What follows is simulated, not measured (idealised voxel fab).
Presented below is a process module, voxel transistor to metal.
For reference, the cross-section in this document is cut, with width 235 nm and square cells of 5 nm.
Cross-section, as written here: a square-cell grid given band by band from the top down, where a band holds one or more rows of cells.
In this notation a band is specified by the heights of its top and bottom, in that order and in nm, after which its materials appear from left to right, each paired with its width in nm. The word "full width" attached to a single material means that material fills the band from edge to edge; the word "blank" stands for empty space.
We count height from 0. Below that, the starting wafer is all one material. The lowest band never ends at the bottom but goes on down; see "top 0, no bottom" for how that is written.
Width "30 to 40": first value at the band's top row of cells, second value at its bottom row, equal change from row to row.
"remained the same" -> step changed no cross-section cell.
The entry titled "Sealed cavities" provides the empty spaces that have no open way to the top, restricted to those of 8 cells or more. Each is presented as width x height at distance, the distance being measured from the left edge, with all three in nm.
Whatever follows a step's settings on its line is a remark the simulator itself makes about that step.
The line of a step may include "overlay nm". On a step with a mask, this value is how far to the right of its planned place the mask lay. A negative value means the mask lay to the left.
## This section lists the process steps that were planned
1,RECEIVE [material Si]
2,OXIDIZE [depth nm 5]
3,CONFORMAL_DEP [material SiN] [thk nm 15]
4,DIRECTIONAL_DEP [material aC] [thk nm 15]
5,PATTERN [tone cover] [mask id ACTIVE] [material resist] [width nm 85] [pitch nm 105] [thk nm 35] [overlay nm 0]
6,DIRECTIONAL_ETCH [etch materials aC] [depth nm 15]
7,STRIP [etch materials resist]
8,DIRECTIONAL_ETCH [etch materials SiN] [depth nm 15]
9,DIRECTIONAL_ETCH [etch materials SiO2] [depth nm 5]
10,DIRECTIONAL_ETCH [etch materials Si] [depth nm 30]
11,STRIP [etch materials aC]
12,OXIDIZE [depth nm 5]
13,FILL_DEP [material SiO2] [thk nm 15]
14,CMP [height nm 15]
15,SELECTIVE_ETCH [etch materials SiO2] [depth nm 10]
16,STRIP [etch materials SiN]
17,SELECTIVE_ETCH [etch materials SiO2] [depth nm 5]
18,OXIDIZE [depth nm 5]
19,DIRECTIONAL_DEP [material polySi] [thk nm 20]
20,DIRECTIONAL_DEP [material SiCN] [thk nm 15]
21,DIRECTIONAL_DEP [material aC] [thk nm 10]
22,PATTERN [tone cover] [mask id GATE] [material resist] [width nm 15] [pitch nm 105] [thk nm 30] [overlay nm 0]
23,DIRECTIONAL_ETCH [etch materials aC] [depth nm 10]
24,STRIP [etch materials resist]
25,DIRECTIONAL_ETCH [etch materials SiCN] [depth nm 25]
26,DIRECTIONAL_ETCH [etch materials polySi] [depth nm 30]
27,STRIP [etch materials aC]
28,CONFORMAL_DEP [material SiO2] [thk nm 5]
29,DIRECTIONAL_ETCH [etch materials SiO2] [depth nm 5]
30,CONFORMAL_DEP [material SiN] [thk nm 5]
31,DIRECTIONAL_ETCH [etch materials SiN] [depth nm 5]
32,DIRECTIONAL_ETCH [etch materials SiO2] [depth nm 5]
33,DIRECTIONAL_ETCH [etch materials Si] [depth nm 5]
34,EPI [material SiGe] [thk nm 5]
35,FILL_DEP [material SiO2] [thk nm 5]
36,CMP [height nm 30]
37,DIRECTIONAL_DEP [material SiO2] [thk nm 10]
38,PATTERN [tone open] [mask id CONTACT] [material resist] [width nm 15] [thk nm 15] [overlay nm 0]
39,DIRECTIONAL_ETCH [etch materials SiO2] [depth nm 50]
40,STRIP [etch materials resist]
41,CONFORMAL_DEP [material TiN] [thk nm 5]
42,FILL_DEP [material W] [thk nm 10]
43,CMP [height nm 40]
44,DIRECTIONAL_DEP [material TiN] [thk nm 5]
45,DIRECTIONAL_DEP [material W] [thk nm 25]
46,MASKED_ETCH [tone cover] [mask id METAL_1] [width nm 15] [etch materials W] [depth nm 25] [overlay nm 0]
47,MASKED_ETCH [tone cover] [mask id METAL_1] [width nm 15] [etch materials TiN] [depth nm 5] [overlay nm 0]
48,FILL_DEP [material SiO2] [thk nm 10]
49,CMP [height nm 70]
50,CONFORMAL_DEP [material SiCN] [thk nm 5]
51,DIRECTIONAL_DEP [material SiO2] [thk nm 30]
52,PATTERN [tone open] [mask id METAL_2] [material resist] [width nm 15] [pitch nm 105] [thk nm 15] [overlay nm 0]
53,DIRECTIONAL_ETCH [etch materials SiO2] [depth nm 15]
54,STRIP [etch materials resist]
55,PATTERN [tone open] [mask id METAL_2_HOLES] [material resist] [width nm 15] [pitch nm 105] [thk nm 20] [overlay nm 0]
56,DIRECTIONAL_ETCH [etch materials SiO2] [depth nm 15]
57,DIRECTIONAL_ETCH [etch materials SiCN] [depth nm 5]
58,STRIP [etch materials resist]
59,CONFORMAL_DEP [material TiN] [thk nm 5]
60,FILL_DEP [material Ru] [thk nm 5]
61,CMP [height nm 105]
62,CONFORMAL_DEP [material SiCN] [thk nm 5]
## Cross-section, incoming material, after step 1
* top 0, no bottom  Si full width
* Sealed cavities: none
## Post-module cross-section of the first of two wafers (run per plan)
* top 110, bottom 105  SiCN full width
* top 105, bottom 75  25 SiO2 / 5 TiN / 5 Ru / 5 TiN / 90 SiO2 / 5 TiN / 5 Ru / 5 TiN / 90 SiO2
* top 75, bottom 70  25 SiCN / 15 TiN / 90 SiCN / 15 TiN / 90 SiCN
* top 70, bottom 45  25 SiO2 / 15 W / 45 SiO2 / 15 W / 30 SiO2 / 15 W / 45 SiO2 / 15 W / 30 SiO2
* top 45, bottom 40  25 SiO2 / 15 TiN / 45 SiO2 / 15 TiN / 30 SiO2 / 15 TiN / 45 SiO2 / 15 TiN / 30 SiO2
* top 40, bottom 30  25 SiO2 / 5 TiN / 5 W / 5 TiN / 45 SiO2 / 5 TiN / 5 W / 5 TiN / 30 SiO2 / 5 TiN / 5 W / 5 TiN / 45 SiO2 / 5 TiN / 5 W / 5 TiN / 30 SiO2
* top 30, bottom 15  25 SiO2 / 5 TiN / 5 W / 5 TiN / 5 SiO2 / 5 SiN / 5 SiO2 / 15 SiCN / 5 SiO2 / 5 SiN / 5 SiO2 / 5 TiN / 5 W / 5 TiN / 30 SiO2 / 5 TiN / 5 W / 5 TiN / 5 SiO2 / 5 SiN / 5 SiO2 / 15 SiCN / 5 SiO2 / 5 SiN / 5 SiO2 / 5 TiN / 5 W / 5 TiN / 30 SiO2
* top 15, bottom 0  25 SiO2 / 5 TiN / 5 W / 5 TiN / 5 SiO2 / 5 SiN / 5 SiO2 / 15 polySi / 5 SiO2 / 5 SiN / 5 SiO2 / 5 TiN / 5 W / 5 TiN / 30 SiO2 / 5 TiN / 5 W / 5 TiN / 5 SiO2 / 5 SiN / 5 SiO2 / 15 polySi / 5 SiO2 / 5 SiN / 5 SiO2 / 5 TiN / 5 W / 5 TiN / 30 SiO2
* top 0, bottom -5  20 SiO2 / 5 SiN / 5 TiN / 5 W / 5 TiN / 5 SiO2 / 5 SiN / 5 SiO2 / 15 polySi / 5 SiO2 / 5 SiN / 5 SiO2 / 5 TiN / 5 W / 5 TiN / 5 SiN / 20 SiO2 / 5 SiN / 5 TiN / 5 W / 5 TiN / 5 SiO2 / 5 SiN / 5 SiO2 / 15 polySi / 5 SiO2 / 5 SiN / 5 SiO2 / 5 TiN / 5 W / 5 TiN / 5 SiN / 25 SiO2
* top -5, bottom -10  25 SiO2 / 15 TiN / 5 SiGe / 35 SiO2 / 5 SiGe / 15 TiN / 30 SiO2 / 15 TiN / 5 SiGe / 35 SiO2 / 5 SiGe / 15 TiN / 30 SiO2
* top -10, bottom -15  25 SiO2 / 20 SiGe / 35 Si / 20 SiGe / 30 SiO2 / 20 SiGe / 35 Si / 20 SiGe / 30 SiO2
* top -15, bottom -40  25 SiO2 / 75 Si / 30 SiO2 / 75 Si / 30 SiO2
* top -40, no bottom  Si full width
* Sealed cavities: none
## End-of-module cross-section of the second wafer: identical starting point and process plan to the first, with one processing mistake
* top 110, bottom 105  SiCN full width
* top 105, bottom 75  25 SiO2 / 5 TiN / 5 Ru / 5 TiN / 90 SiO2 / 5 TiN / 5 Ru / 5 TiN / 90 SiO2
* top 75, bottom 70  25 SiCN / 15 TiN / 90 SiCN / 15 TiN / 90 SiCN
* top 70, bottom 65  SiO2 full width
* top 65, bottom 45  25 SiO2 / 15 W / 45 SiO2 / 15 W / 30 SiO2 / 15 W / 45 SiO2 / 15 W / 30 SiO2
* top 45, bottom 40  25 SiO2 / 15 TiN / 45 SiO2 / 15 TiN / 30 SiO2 / 15 TiN / 45 SiO2 / 15 TiN / 30 SiO2
* top 40, bottom 30  25 SiO2 / 5 TiN / 5 W / 5 TiN / 45 SiO2 / 5 TiN / 5 W / 5 TiN / 30 SiO2 / 5 TiN / 5 W / 5 TiN / 45 SiO2 / 5 TiN / 5 W / 5 TiN / 30 SiO2
* top 30, bottom 15  25 SiO2 / 5 TiN / 5 W / 5 TiN / 5 SiO2 / 5 SiN / 5 SiO2 / 15 SiCN / 5 SiO2 / 5 SiN / 5 SiO2 / 5 TiN / 5 W / 5 TiN / 30 SiO2 / 5 TiN / 5 W / 5 TiN / 5 SiO2 / 5 SiN / 5 SiO2 / 15 SiCN / 5 SiO2 / 5 SiN / 5 SiO2 / 5 TiN / 5 W / 5 TiN / 30 SiO2
* top 15, bottom 0  25 SiO2 / 5 TiN / 5 W / 5 TiN / 5 SiO2 / 5 SiN / 5 SiO2 / 15 polySi / 5 SiO2 / 5 SiN / 5 SiO2 / 5 TiN / 5 W / 5 TiN / 30 SiO2 / 5 TiN / 5 W / 5 TiN / 5 SiO2 / 5 SiN / 5 SiO2 / 15 polySi / 5 SiO2 / 5 SiN / 5 SiO2 / 5 TiN / 5 W / 5 TiN / 30 SiO2
* top 0, bottom -5  20 SiO2 / 5 SiN / 5 TiN / 5 W / 5 TiN / 5 SiO2 / 5 SiN / 5 SiO2 / 15 polySi / 5 SiO2 / 5 SiN / 5 SiO2 / 5 TiN / 5 W / 5 TiN / 5 SiN / 20 SiO2 / 5 SiN / 5 TiN / 5 W / 5 TiN / 5 SiO2 / 5 SiN / 5 SiO2 / 15 polySi / 5 SiO2 / 5 SiN / 5 SiO2 / 5 TiN / 5 W / 5 TiN / 5 SiN / 25 SiO2
* top -5, bottom -10  25 SiO2 / 15 TiN / 5 SiGe / 35 SiO2 / 5 SiGe / 15 TiN / 30 SiO2 / 15 TiN / 5 SiGe / 35 SiO2 / 5 SiGe / 15 TiN / 30 SiO2
* top -10, bottom -15  25 SiO2 / 20 SiGe / 35 Si / 20 SiGe / 30 SiO2 / 20 SiGe / 35 Si / 20 SiGe / 30 SiO2
* top -15, bottom -40  25 SiO2 / 75 Si / 30 SiO2 / 75 Si / 30 SiO2
* top -40, no bottom  Si full width
* Sealed cavities: none
So what did we get wrong on this run? it should be noted that step 45 was executed with settings other than those planned, the operation and settings actually applied being DIRECTIONAL_DEP [material W] [thk nm 20]
The second wafer ends with more or fewer cells of some materials than the first, per final count: SiO2 +12; W -12
